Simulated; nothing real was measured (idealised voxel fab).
Process module under the name voxel ribs on slabs
We display cut, a cross-section 250 nm in width whose square cells are each 5 nm.
In this document a cross-section is written as a grid of square cells. It is given as a series of bands, listed from the top down, and a band is one or more rows of cells.
For a band, the entry starts with two heights in nm, that of the top and then that of the bottom, and carries on with the band's materials in order from left to right, each alongside its width in nm; the word "edge to edge" beside a single material means it fills the band edge to edge, and "air" means empty space.
Heights from 0 (as-received wafer is one material below). Bottom band endless downward, as "0..down".
Read "30->40" as a graded width: first number on top, second number at the bottom, same change between each pair of neighbouring rows.
Step note "same as before" = no cross-section cell changed.
"Enclosed void list" specifies each empty space that is not open to the top and that occupies no fewer than 8 cells, using the form width x height at distance, the distance measured from the left edge and all three quantities in nm.
Text after the settings on a step's line: the simulator's own remark on that step.
overlay nm: for a step with a mask, the amount by which the mask lay right of where it was planned; a negative amount means left of it.
These are the steps we planned for the process
| 1 | RECEIVE (material Si) |
| 2 | DIRECTIONAL_DEP (material SiO2; thk nm 30) |
| 3 | DIRECTIONAL_DEP (material polySi; thk nm 20) |
| 4 | PATTERN (tone cover; mask id RIB; material resist; width nm 30; thk nm 15; overlay nm 0) |
| 5 | DIRECTIONAL_ETCH (etch materials polySi; depth nm 5) |
| 6 | STRIP (etch materials resist) |
| 7 | PATTERN (tone cover; mask id SLAB; material resist; width nm 80; thk nm 15; overlay nm 0) |
| 8 | DIRECTIONAL_ETCH (etch materials polySi; depth nm 15) |
| 9 | STRIP (etch materials resist) |
| 10 | FILL_DEP (material SiO2; thk nm 15) |
| 11 | CMP (height nm 60) |
| 12 | DIRECTIONAL_DEP (material W; thk nm 10) |
| 13 | PATTERN (tone cover; mask id HEATER; material resist; width nm 40; thk nm 20; overlay nm 0) |
| 14 | DIRECTIONAL_ETCH (etch materials W; depth nm 10) |
| 15 | STRIP (etch materials resist) |
| 16 | CONFORMAL_DEP (material SiO2; thk nm 5) |
first wafer, as planned
Cross-section of the wafer at receipt, which is the condition after step 1
0..down  Si edge to edge
Enclosed void list: none
Wafer section view after processing step 2
30..0  SiO2 edge to edge
Everything below 0 is unchanged.
Wafer section view after processing step 3
50..30  polySi edge to edge
Everything below 30 is unchanged.
Wafer section view after processing step 4
65..50  air 110 nm, then resist 30 nm, then air 110 nm
Everything below 50 is unchanged.
Wafer section view after processing step 5
65..50  air 110 nm, then resist 30 nm, then air 110 nm
50..45  air 110 nm, then polySi 30 nm, then air 110 nm
Everything below 45 is unchanged.
Wafer section view after processing step 6
50..45  air 110 nm, then polySi 30 nm, then air 110 nm
Everything below 45 is unchanged.
Wafer section view after processing step 7
65..50  air 85 nm, then resist 80 nm, then air 85 nm
50..45  air 85 nm, then resist 25 nm, then polySi 30 nm, then resist 25 nm, then air 85 nm
Everything below 45 is unchanged.
Wafer section view after processing step 8
65..50  air 85 nm, then resist 80 nm, then air 85 nm
50..45  air 85 nm, then resist 25 nm, then polySi 30 nm, then resist 25 nm, then air 85 nm
45..30  air 85 nm, then polySi 80 nm, then air 85 nm
Everything below 30 is unchanged.
Wafer section view after processing step 9
50..45  air 110 nm, then polySi 30 nm, then air 110 nm
Everything below 45 is unchanged.
Wafer section view after processing step 10
65..50  SiO2 edge to edge
50..45  SiO2 110 nm, then polySi 30 nm, then SiO2 110 nm
45..30  SiO2 85 nm, then polySi 80 nm, then SiO2 85 nm
Everything below 30 is unchanged.
Wafer section view after processing step 11
60..50  SiO2 edge to edge
Everything below 50 is unchanged.
Wafer section view after processing step 12
70..60  W edge to edge
Everything below 60 is unchanged.
Wafer section view after processing step 13
90..70  air 105 nm, then resist 40 nm, then air 105 nm
Everything below 70 is unchanged.
Wafer section view after processing step 14
90..70  air 105 nm, then resist 40 nm, then air 105 nm
70..60  air 105 nm, then W 40 nm, then air 105 nm
Everything below 60 is unchanged.
Wafer section view after processing step 15
70..60  air 105 nm, then W 40 nm, then air 105 nm
Everything below 60 is unchanged.
Wafer section view after processing step 16
75..70  air 100 nm, then SiO2 50 nm, then air 100 nm
70..65  air 100 nm, then SiO2 5 nm, then W 40 nm, then SiO2 5 nm, then air 100 nm
65..60  SiO2 105 nm, then W 40 nm, then SiO2 105 nm
Everything below 60 is unchanged.
It is to be noted that the second wafer proceeded from the same initial state and according to the same plan as the first, although one mistake was committed in its execution; through step 15, inclusive, the two wafers share an identical history
Planned end of step 16: second wafer, cross-section: same as before
Short version of what went wrong: step 16 was left out
Cell-count delta at end, second wafer over first, by material: 54 fewer of SiO2
